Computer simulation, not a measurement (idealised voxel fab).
This is a process module. Its name is voxel tone inversion.
Shown is cross-section cut, with a width of 260 nm and square cells of size 5 nm.
Cross-section spec: square-cell grid; bands listed top down; each band is one or more rows.
Band: top height; bottom height; in nm. Then, left to right: material with width in nm, for each material. "full width": a single material spanning edge to edge. "air": empty space.
We count height from 0. Below that, the starting wafer is all one material. The lowest band never ends at the bottom but goes on down; see "0..down" for how that is written.
A width given as "30->40" starts at the first number in the band's top row and ends at the second number in its bottom row, shifting by an equal amount at every step from row to row.
When a step is marked "no modification", none of the cells in the cross-section changed during that step.
Each empty space that has no open way to the top and spans at least 8 cells appears under "Sealed void inventory" as width x height at distance, the distance counted from the left edge, all in nm.
after a step's settings: what the simulator itself notes on the step
overlay nm, on a step with a mask: how far to the right of its planned place the mask lay; to the left if negative

Planned process steps
1,RECEIVE (material Si)
2,CONFORMAL_DEP (material SiCN; thk nm 10)
3,DIRECTIONAL_DEP (material aC; thk nm 20)
4,PATTERN (tone cover; mask id POSTS; material resist; width nm 20; pitch nm 45; thk nm 30; overlay nm 0)
5,DIRECTIONAL_ETCH (etch materials aC; depth nm 20)
6,STRIP (etch materials resist)
7,FILL_DEP (material lowk; thk nm 10)
8,CMP (height nm 30)
9,STRIP (etch materials aC)
10,CONFORMAL_DEP (material TiN; thk nm 5)
11,FILL_DEP (material Cu; thk nm 5)
12,CMP (height nm 30)
13,CONFORMAL_DEP (material SiN; thk nm 5)

So, the first of our two wafers, run just as we planned it

Cross-section of the wafer at receipt, which is the condition after step 1
    0..down | Si full width
    Sealed void inventory: none

Cross-section of the wafer after step 2
    10..0 | SiCN full width
    No changes below 0.

Cross-section of the wafer after step 3
    30..10 | aC full width
    No changes below 10.

Cross-section of the wafer after step 4
    60..30 | air (75); resist (20); air (25); resist (20); air (25); resist (20); air (75)
    No changes below 30.

Cross-section of the wafer after step 5
    40..30 | air (75); resist (20); air (25); resist (20); air (25); resist (20); air (75)
    30..10 | air (75); aC (20); air (25); aC (20); air (25); aC (20); air (75)
    No changes below 10.

Cross-section of the wafer after step 6
    30..10 | air (75); aC (20); air (25); aC (20); air (25); aC (20); air (75)
    No changes below 10.

Cross-section of the wafer after step 7
    40..30 | lowk full width
    30..10 | lowk (75); aC (20); lowk (25); aC (20); lowk (25); aC (20); lowk (75)
    No changes below 10.

Cross-section of the wafer after step 8
    30..10 | lowk (75); aC (20); lowk (25); aC (20); lowk (25); aC (20); lowk (75)
    No changes below 10.

Cross-section of the wafer after step 9
    30..10 | lowk (75); air (20); lowk (25); air (20); lowk (25); air (20); lowk (75)
    No changes below 10.

Cross-section of the wafer after step 10
    35..30 | TiN (80); air (10); TiN (35); air (10); TiN (35); air (10); TiN (80)
    30..15 | lowk (75); TiN (5); air (10); TiN (5); lowk (25); TiN (5); air (10); TiN (5); lowk (25); TiN (5); air (10); TiN (5); lowk (75)
    15..10 | lowk (75); TiN (20); lowk (25); TiN (20); lowk (25); TiN (20); lowk (75)
    No changes below 10.

Cross-section of the wafer after step 11
    40..35 | Cu full width
    35..30 | TiN (80); Cu (10); TiN (35); Cu (10); TiN (35); Cu (10); TiN (80)
    30..15 | lowk (75); TiN (5); Cu (10); TiN (5); lowk (25); TiN (5); Cu (10); TiN (5); lowk (25); TiN (5); Cu (10); TiN (5); lowk (75)
    No changes below 15.

Cross-section of the wafer after step 12
    30..15 | lowk (75); TiN (5); Cu (10); TiN (5); lowk (25); TiN (5); Cu (10); TiN (5); lowk (25); TiN (5); Cu (10); TiN (5); lowk (75)
    No changes below 15.

Cross-section of the wafer after step 13
    35..30 | SiN full width
    No changes below 30.

What follows concerns the second wafer, which started out like the first and was meant to follow the very same plan; one mistake crept in when it was run, but everything up to and including step 12 is the same as for the first wafer

Planned end of step 13: second wafer, cross-section
    35..30 | TiN full width
    No changes below 30.
Deviation from plan: step 13 was run on a setting that differed from the plan, and what really ran there is CONFORMAL_DEP (material TiN; thk nm 5)
Bottom line after processing is that, in cells, the second wafer is up or down on some materials versus the first: SiN -52; TiN +52
